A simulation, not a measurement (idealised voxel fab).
Herein follows the process module entitled voxel self aligned vias.
Xsec cut, 215 nm wide, square cell size 5 nm.
Square cells in a grid make up a cross-section in this document, and the grid is given as bands, listed from the top down, each one or more rows of cells. Quick guide to a band line: top height, bottom height (nm) up front; then every material left to right with its width in nm. Only one material and it's marked "edge to edge"? Then it fills the band edge to edge. And "air" just means empty space. Heights are measured from 0, the level below which the as-received wafer is all one material; the lowest band has no bottom and continues downward, written as in "from 0 down". When a width is written as two numbers, as in "30 to 40", the first number is the width in the top row of cells of the band and the second is the width in its bottom row, and the width changes by the same amount from each row to the next. "all unchanged", as given for a step, is the statement that not any cell of the cross-section underwent a change during that step. Entry "Closed void listing" = empty spaces >= 8 cells with no open way to the top; each as width x height at distance, distance from left edge, all nm. Heads up: the bit after the settings on a step's line is the simulator's remark on that step. The setting "overlay nm" may be written on the line of a step. When the step uses a mask, the value reports how far to the right of the planned place the mask lay, and a negative value reports that it lay to the left.

STEPS IN THE PROCESS PLAN
1: op RECEIVE | material Si
2: op CONFORMAL_DEP | material SiO2 | thk nm 15
3: op CONFORMAL_DEP | material SiCN | thk nm 5
4: op DIRECTIONAL_DEP | material SiO2 | thk nm 30
5: op DIRECTIONAL_DEP | material aC | thk nm 15
6: op PATTERN | tone open | mask id LINES | material resist | width nm 25 | pitch nm 65 | thk nm 30 | overlay nm 0
7: op DIRECTIONAL_ETCH | etch materials aC | depth nm 15
8: op STRIP | etch materials resist
9: op DIRECTIONAL_ETCH | etch materials SiO2 | depth nm 30
10: op STRIP | etch materials aC
11: op CONFORMAL_DEP | material TiN | thk nm 5
12: op FILL_DEP | material Ru | thk nm 5
13: op CMP | height nm 50
14: op SELECTIVE_ETCH | etch materials W Ru TiN | depth nm 5
15: op FILL_DEP | material SiN | thk nm 10
16: op CMP | height nm 50
17: op DIRECTIONAL_DEP | material SiO2 | thk nm 20
18: op PATTERN | tone open | mask id VIAS | material resist | width nm 35 | pitch nm 65 | thk nm 15 | overlay nm 0
19: op DIRECTIONAL_ETCH | etch materials SiO2 | depth nm 20
20: op DIRECTIONAL_ETCH | etch materials SiN | depth nm 5
21: op STRIP | etch materials resist
22: op CONFORMAL_DEP | material TiN | thk nm 5
23: op FILL_DEP | material W | thk nm 10
24: op CMP | height nm 70
25: op CONFORMAL_DEP | material SiCN | thk nm 5

HERE'S WHAT THE WAFER LOOKED LIKE IN CROSS-SECTION WHEN IT ARRIVED - THAT'S AFTER STEP 1
- from 0 down: Si edge to edge
- Closed void listing: none

FIRST WAFER AT THE END, AS PLANNED
- from 75 to 70: SiCN edge to edge
- from 70 to 55: 25 of SiO2, then 5 of TiN, then 25 of W, then 5 of TiN, then 30 of SiO2, then 5 of TiN, then 25 of W, then 5 of TiN, then 30 of SiO2, then 5 of TiN, then 25 of W, then 5 of TiN, then 25 of SiO2
- from 55 to 50: 25 of SiO2, then 10 of TiN, then 15 of W, then 10 of TiN, then 30 of SiO2, then 10 of TiN, then 15 of W, then 10 of TiN, then 30 of SiO2, then 10 of TiN, then 15 of W, then 10 of TiN, then 25 of SiO2
- from 50 to 45: 30 of SiO2, then 25 of TiN, then 40 of SiO2, then 25 of TiN, then 40 of SiO2, then 25 of TiN, then 30 of SiO2
- from 45 to 25: 30 of SiO2, then 5 of TiN, then 15 of Ru, then 5 of TiN, then 40 of SiO2, then 5 of TiN, then 15 of Ru, then 5 of TiN, then 40 of SiO2, then 5 of TiN, then 15 of Ru, then 5 of TiN, then 30 of SiO2
- from 25 to 20: 30 of SiO2, then 25 of TiN, then 40 of SiO2, then 25 of TiN, then 40 of SiO2, then 25 of TiN, then 30 of SiO2
- from 20 to 15: SiCN edge to edge
- from 15 to 0: SiO2 edge to edge
- from 0 down: Si edge to edge
- Closed void listing: none

SECOND WAFER AT THE END: LIKE START, LIKE PLAN, ONE MISTAKE
- from 75 to 70: SiCN edge to edge
- from 70 to 55: 25 of SiO2, then 5 of TiN, then 25 of W, then 5 of TiN, then 30 of SiO2, then 5 of TiN, then 25 of W, then 5 of TiN, then 30 of SiO2, then 5 of TiN, then 25 of W, then 5 of TiN, then 25 of SiO2
- from 55 to 50: 25 of SiO2, then 10 of TiN, then 15 of W, then 10 of TiN, then 30 of SiO2, then 10 of TiN, then 15 of W, then 10 of TiN, then 30 of SiO2, then 10 of TiN, then 15 of W, then 10 of TiN, then 25 of SiO2
- from 50 to 45: 30 of SiO2, then 25 of TiN, then 40 of SiO2, then 25 of TiN, then 40 of SiO2, then 25 of TiN, then 30 of SiO2
- from 45 to 40: 30 of SiO2, then 5 of TiN, then 15 of Ru, then 5 of TiN, then 40 of SiO2, then 5 of TiN, then 15 of Ru, then 5 of TiN, then 40 of SiO2, then 5 of TiN, then 15 of Ru, then 5 of TiN, then 30 of SiO2
- from 40 to 35: 30 of SiO2, then 25 of TiN, then 40 of SiO2, then 25 of TiN, then 40 of SiO2, then 25 of TiN, then 30 of SiO2
- from 35 to 30: SiCN edge to edge
- from 30 to 0: SiO2 edge to edge
- from 0 down: Si edge to edge
- Closed void listing: none
What went wrong in running the wafer? step 2 of the plan was carried out twice
Wrapping up, a cell-based count of both wafers puts the second over or under the first for these materials: Ru: 27 fewer, SiO2: 45 more, TiN: 18 fewer
